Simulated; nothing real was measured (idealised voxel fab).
process module | voxel local oxidation
cross-section cut | 255 nm wide | cells 5 nm
A cross-section is a grid of square cells, given in bands from the top down. A band is one or more rows of cells.
Each band's line starts with the height of the band's top and of its bottom, in nm. Then come its materials from left to right, each with its width in nm. One material with "throughout" fills the band from edge to edge. "air" is empty space.
Height 0 is the level under which the wafer as received is all one material. The lowest band goes on downwards, as in "0 down".
A width such as "30 to 40" changes by the same amount from each row of cells to the next, from the band's top row to its bottom row.
"no change" after a step means that no cell of the cross-section changed.
closed voids: empty space of 8 cells or more with no open way to the top, each as width x height at its distance from the left edge, in nm
after a step's settings: what the simulator itself notes on the step
overlay nm, on a step with a mask: how far to the right of its planned place the mask lay; to the left if negative
plan
1 op RECEIVE | material Si
2 op CONFORMAL_DEP | material SiO2 | thk nm 5
3 op CONFORMAL_DEP | material SiN | thk nm 10
4 op PATTERN | tone cover | mask id ACTIVE | material resist | width nm 95 | pitch nm 120 | thk nm 20 | overlay nm 0
5 op DIRECTIONAL_ETCH | etch materials SiN | depth nm 10
6 op STRIP | etch materials resist
7 op SELECTIVE_ETCH | etch materials SiO2 | depth nm 5
8 op OXIDIZE | depth nm 10
9 op STRIP | etch materials SiN
as received, after step 1
  0 down: Si throughout
  closed voids: none
a wafer at the end: this start, this plan, one mistake
  5 to 0: air 25 | SiO2 85 | air 35 | SiO2 85 | air 25
  0 to -20: SiO2 45 | Si 45 | SiO2 75 | Si 45 | SiO2 45
  -20 down: Si throughout
  closed voids: none
what went wrong: step 8 ran as: op OXIDIZE | depth nm 20
